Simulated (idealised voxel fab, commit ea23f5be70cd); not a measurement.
The following process module bears the name voxel capacitor over wiring.
Shown is cross-section cut, with a width of 300 nm and square cells of size 5 nm.
Cross-section spec: square-cell grid; bands listed top down; each band is one or more rows. The band entry comprises the height of the band's top followed by the height of its bottom, expressed in nm, and subsequently the band's materials from left to right, each stated together with its width in nm. Where a single material is marked with the word "all across", that material fills the band from edge to edge. The word "air" represents empty space. Height is counted from the level 0, under which the received wafer is composed throughout of one material. The lowest of the bands is not closed at the bottom but continues downward, in the notation "top 0, no bottom". The width entry "30->40" should be interpreted row by row: the top row of cells in the band takes the first number, the bottom row takes the second number, and the change between adjacent rows is uniform throughout. Key: "nothing got changed" - step with no changed cell in the cross-section. The entry titled "Enclosed cavity list" provides the empty spaces that have no open way to the top, restricted to those of 8 cells or more. Each is presented as width x height at distance, the distance being measured from the left edge, with all three in nm. The remark found on a step's line after its settings is issued by the simulator itself and pertains to that step. On any step carrying a mask, the "overlay nm" setting, if present on the step's line, tells how far right of its planned place the mask lay; negative values point to the left.
THE PROCESS STEPS THAT WERE PLANNED ARE LISTED BELOW
step 1: RECEIVE,material Si
step 2: CONFORMAL_DEP,material SiO2,thk nm 15
step 3: DIRECTIONAL_DEP,material TiN,thk nm 5
step 4: DIRECTIONAL_DEP,material Ru,thk nm 20
step 5: DIRECTIONAL_DEP,material aC,thk nm 15
step 6: PATTERN,tone cover,mask id METAL_1,material resist,width nm 25,pitch nm 90,thk nm 35,overlay nm 0
step 7: DIRECTIONAL_ETCH,etch materials aC,depth nm 15
step 8: STRIP,etch materials resist
step 9: DIRECTIONAL_ETCH,etch materials Ru,depth nm 20
step 10: DIRECTIONAL_ETCH,etch materials TiN,depth nm 5
step 11: STRIP,etch materials aC
step 12: FILL_DEP,material lowk,thk nm 10
step 13: CMP,height nm 40
step 14: CONFORMAL_DEP,material SiCN,thk nm 5
step 15: DIRECTIONAL_DEP,material lowk,thk nm 20
step 16: PATTERN,tone open,mask id PLUG_1,material resist,width nm 15,thk nm 20,overlay nm 0
step 17: DIRECTIONAL_ETCH,etch materials lowk,depth nm 20
step 18: DIRECTIONAL_ETCH,etch materials SiCN,depth nm 5
step 19: STRIP,etch materials resist
step 20: CONFORMAL_DEP,material TiN,thk nm 5
step 21: FILL_DEP,material W,thk nm 10
step 22: CMP,height nm 65
step 23: DIRECTIONAL_DEP,material TiN,thk nm 5
step 24: DIRECTIONAL_DEP,material Al2O3,thk nm 5
step 25: DIRECTIONAL_DEP,material TiN,thk nm 10
step 26: DIRECTIONAL_DEP,material aC,thk nm 15
step 27: PATTERN,tone cover,mask id UPPER_PLATE,material resist,width nm 70,thk nm 30,overlay nm 0
step 28: DIRECTIONAL_ETCH,etch materials aC,depth nm 15
step 29: STRIP,etch materials resist
step 30: DIRECTIONAL_ETCH,etch materials TiN,depth nm 10
step 31: DIRECTIONAL_ETCH,etch materials Al2O3,depth nm 5
step 32: STRIP,etch materials aC
step 33: MASKED_ETCH,tone cover,mask id LOWER_PLATE,width nm 80,etch materials TiN,depth nm 5,overlay nm 0
step 34: FILL_DEP,material SiO2,thk nm 20
step 35: CMP,height nm 100
step 36: PATTERN,tone open,mask id PLUG_2,material resist,width nm 15,thk nm 20,overlay nm 0
step 37: DIRECTIONAL_ETCH,etch materials SiO2,depth nm 15
step 38: STRIP,etch materials resist
step 39: CONFORMAL_DEP,material TiN,thk nm 5
step 40: FILL_DEP,material Ru,thk nm 5
step 41: CMP,height nm 100
step 42: CONFORMAL_DEP,material SiN,thk nm 5
HERE'S WHAT THE WAFER LOOKED LIKE IN CROSS-SECTION WHEN IT ARRIVED - THAT'S AFTER STEP 1
> top 0, no bottom: Si all across
> Enclosed cavity list: none
FIRST OF TWO WAFERS: CROSS-SECTION AT END OF MODULE, RUN PER PLAN
> top 105, bottom 100: SiN all across
> top 100, bottom 90: SiO2 110, then TiN 5, then Ru 5, then TiN 5, then SiO2 175
> top 90, bottom 85: SiO2 110, then TiN 15, then SiO2 175
> top 85, bottom 75: SiO2 100, then TiN 70, then SiO2 130
> top 75, bottom 70: SiO2 100, then Al2O3 70, then SiO2 130
> top 70, bottom 65: SiO2 95, then TiN 80, then SiO2 125
> top 65, bottom 45: lowk 100, then TiN 5, then W 5, then TiN 5, then lowk 185
> top 45, bottom 40: SiCN 100, then TiN 15, then SiCN 185
> top 40, bottom 20: lowk 90, then Ru 25, then lowk 65, then Ru 25, then lowk 95
> top 20, bottom 15: lowk 90, then TiN 25, then lowk 65, then TiN 25, then lowk 95
> top 15, bottom 0: SiO2 all across
> top 0, no bottom: Si all across
> Enclosed cavity list: none
WAFER TWO (OF TWO), END-OF-MODULE CROSS-SECTION: START = WAFER ONE, PLAN = WAFER ONE, ONE RUN MISTAKE
> top 105, bottom 100: SiN all across
> top 100, bottom 90: SiO2 110, then TiN 5, then Ru 5, then TiN 5, then SiO2 175
> top 90, bottom 85: SiO2 110, then TiN 15, then SiO2 175
> top 85, bottom 75: SiO2 100, then TiN 70, then SiO2 130
> top 75, bottom 70: SiO2 100, then Al2O3 70, then SiO2 130
> top 70, bottom 65: SiO2 95, then TiN 80, then SiO2 125
> top 65, bottom 45: lowk 100, then TiN 5, then W 5, then TiN 5, then lowk 185
> top 45, bottom 40: SiCN 100, then TiN 15, then SiCN 185
> top 40, bottom 30: lowk 90, then Ru 25, then lowk 65, then Ru 25, then lowk 95
> top 30, bottom 25: lowk 90, then TiN 25, then lowk 65, then TiN 25, then lowk 95
> top 25, bottom 0: SiO2 all across
> top 0, no bottom: Si all across
> Enclosed cavity list: none
In executing the process, a mistake was made relative to the plan: step 2 was processed under conditions differing from the plan, specifically as CONFORMAL_DEP,material SiO2,thk nm 25
Once processing is complete, comparing cell counts shows that the second wafer has more or fewer of certain materials than the first: Ru: 20 fewer; SiO2: 120 more; lowk: 100 fewer
